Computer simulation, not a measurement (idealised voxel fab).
This is a process module. Its name is voxel trench capacitor.
The figure presents cross-section cut, which has a width of 160 nm and is divided into square cells with an edge length of 5 nm.
We lay out every cross-section as a grid of square cells and spell it out in bands from the top down, where one band means one or more rows of cells. Band: top height; bottom height; in nm. Then, left to right: material with width in nm, for each material. "full width": a single material spanning edge to edge. "air": empty space. It should be noted that heights are counted from 0, beneath which the wafer as supplied is of one material throughout, and that the lowest band possesses no lower boundary but continues downward, as written in "from 0 down". Width spec "30->40" -> top row of cells at first value, bottom row at second value, equal per-row change in between. The designation "left unchanged", where it is given for a processing step, indicates that no cell of the cross-section was altered in the course of that step. Empty spaces counting at least 8 cells and having no open way to the top are listed in "Sealed void inventory". The notation width x height at distance is used for each, the distance being from the left edge and all three values in nm. If you see something after the settings on a step's line, that's the simulator's own remark about that step. "overlay nm" answers the question of how far to the right of plan the mask lay on a step that has a mask, and when it is negative the answer is to the left.

Intended process steps
1. RECEIVE,material Si
2. CONFORMAL_DEP,material SiN,thk nm 5
3. PATTERN,tone open,mask id TRENCH,material resist,width nm 25,pitch nm 40,thk nm 15,overlay nm 0
4. DIRECTIONAL_ETCH,etch materials SiN,depth nm 5
5. DIRECTIONAL_ETCH,etch materials Si,depth nm 25
6. STRIP,etch materials resist
7. CONFORMAL_DEP,material Al2O3,thk nm 5
8. CONFORMAL_DEP,material TiN,thk nm 5
9. FILL_DEP,material W,thk nm 5
10. CMP,height nm 5
Where the wafers of this document differ is in the thk nm of step 8; they start out the same, and the plan states the value that applied to the first wafer.

Step 1 complete: as-received cross-section of the first of several wafers
> from 0 down = Si full width
> Sealed void inventory: none

First of several wafers, sectioned at end of module (last step: step 10)
> from 5 to 0 = 45 nm SiN / 5 nm Al2O3 / 5 nm TiN / 5 nm W / 5 nm TiN / 5 nm Al2O3 / 15 nm SiN / 5 nm Al2O3 / 5 nm TiN / 5 nm W / 5 nm TiN / 5 nm Al2O3 / 50 nm SiN
> from 0 to -15 = 45 nm Si / 5 nm Al2O3 / 5 nm TiN / 5 nm W / 5 nm TiN / 5 nm Al2O3 / 15 nm Si / 5 nm Al2O3 / 5 nm TiN / 5 nm W / 5 nm TiN / 5 nm Al2O3 / 50 nm Si
> from -15 to -20 = 45 nm Si / 5 nm Al2O3 / 15 nm TiN / 5 nm Al2O3 / 15 nm Si / 5 nm Al2O3 / 15 nm TiN / 5 nm Al2O3 / 50 nm Si
> from -20 to -25 = 45 nm Si / 25 nm Al2O3 / 15 nm Si / 25 nm Al2O3 / 50 nm Si
> from -25 down = Si full width
> Sealed void inventory: none

The last wafer as seen in cross-section at the end of the module
> from 5 to 0 = 45 nm SiN / 5 nm Al2O3 / 15 nm TiN / 5 nm Al2O3 / 15 nm SiN / 5 nm Al2O3 / 15 nm TiN / 5 nm Al2O3 / 50 nm SiN
> from 0 to -20 = 45 nm Si / 5 nm Al2O3 / 15 nm TiN / 5 nm Al2O3 / 15 nm Si / 5 nm Al2O3 / 15 nm TiN / 5 nm Al2O3 / 50 nm Si
> from -20 to -25 = 45 nm Si / 25 nm Al2O3 / 15 nm Si / 25 nm Al2O3 / 50 nm Si
> from -25 down = Si full width
> Sealed void inventory: none

What follows is a table in which each wafer occupies a row; for the wafer as it stands at the close of the module, the row states, material by material, how many cells have been gained (+) or lost (-) since receipt, and then gives its closed voids
thk nm 5; +30 Al2O3; -50 Si; +22 SiN; +22 TiN; +8 W; Sealed void inventory: none
thk nm 10; +30 Al2O3; -50 Si; +22 SiN; +30 TiN; Sealed void inventory: none
thk nm 15; +30 Al2O3; -50 Si; +22 SiN; +30 TiN; Sealed void inventory: none
thk nm 20; +30 Al2O3; -50 Si; +22 SiN; +30 TiN; Sealed void inventory: none
